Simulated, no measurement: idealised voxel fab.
The following is a process module called voxel air gaps.
It is cross-section cut that appears here, measuring 250 nm in width, its square cells being 5 nm in size.
Notation: cross-section as square-cell grid; stated in bands, top first, going down; one or more cell rows per band.
Basically the band line says how high the top is and how high the bottom is, in nm, and then what's in it from left to right, every material with its width in nm. Empty space shows up as "air", and if a single material carries "throughout" it runs the full band edge to edge.
Heights are measured from 0, the level below which the as-received wafer is all one material; the lowest band has no bottom and continues downward, written as in "0 -> down".
The expression "30->40" gives the width at the extremes of the band, the first number at its top row of cells and the second at its bottom row, with the width changing by equal amounts from each row to the next in between.
It should be understood that the words "nothing got changed", when stated for a given step, signify that the cross-section underwent no change in any of its cells during that step.
"Sealed cavities" specifies each empty space that is not open to the top and that occupies no fewer than 8 cells, using the form width x height at distance, the distance measured from the left edge and all three quantities in nm.
If you see something after the settings on a step's line, that's the simulator's own remark about that step.
The optional step-line setting "overlay nm" applies to steps with a mask and quantifies how far to the right of its planned location the mask lay, a negative value indicating leftward placement.

### Process steps foreseen in the plan
1) RECEIVE [material Si]
2) CONFORMAL_DEP [material SiO2] [thk nm 15]
3) CONFORMAL_DEP [material SiN] [thk nm 5]
4) DIRECTIONAL_DEP [material SiO2] [thk nm 40]
5) PATTERN [tone open] [mask id LINES] [material resist] [width nm 25] [pitch nm 55] [thk nm 15] [overlay nm 0]
6) DIRECTIONAL_ETCH [etch materials SiO2] [depth nm 40]
7) STRIP [etch materials resist]
8) CONFORMAL_DEP [material TiN] [thk nm 5]
9) FILL_DEP [material W] [thk nm 5]
10) CMP [height nm 60]
11) EPI [material Ru] [thk nm 10]
12) SELECTIVE_ETCH [etch materials SiO2] [depth nm 50]
13) CONFORMAL_DEP [material SiN] [thk nm 5]

### The cross-section here shows the wafer as received, i.e. in its state after step 1
- 0 -> down: Si throughout
- Sealed cavities: none

### Below is the wafer in cross-section after the module was completed. It began from the starting point shown above and followed the plan shown above, except that one mistake was made while running it
- 80 -> 75: SiN throughout
- 75 -> 65: Ru throughout
- 65 -> 60: TiN=60, W=15, TiN=40, W=15, TiN=40, W=15, TiN=65
- 60 -> 25: SiO2=55, TiN=5, W=15, TiN=5, SiO2=30, TiN=5, W=15, TiN=5, SiO2=30, TiN=5, W=15, TiN=5, SiO2=60
- 25 -> 20: SiO2=55, TiN=25, SiO2=30, TiN=25, SiO2=30, TiN=25, SiO2=60
- 20 -> 15: SiN throughout
- 15 -> 0: SiO2 throughout
- 0 -> down: Si throughout
- Sealed cavities: none
What went wrong in running the wafer? in deviation from the planned setting, step 10 was conducted as CMP [height nm 65]
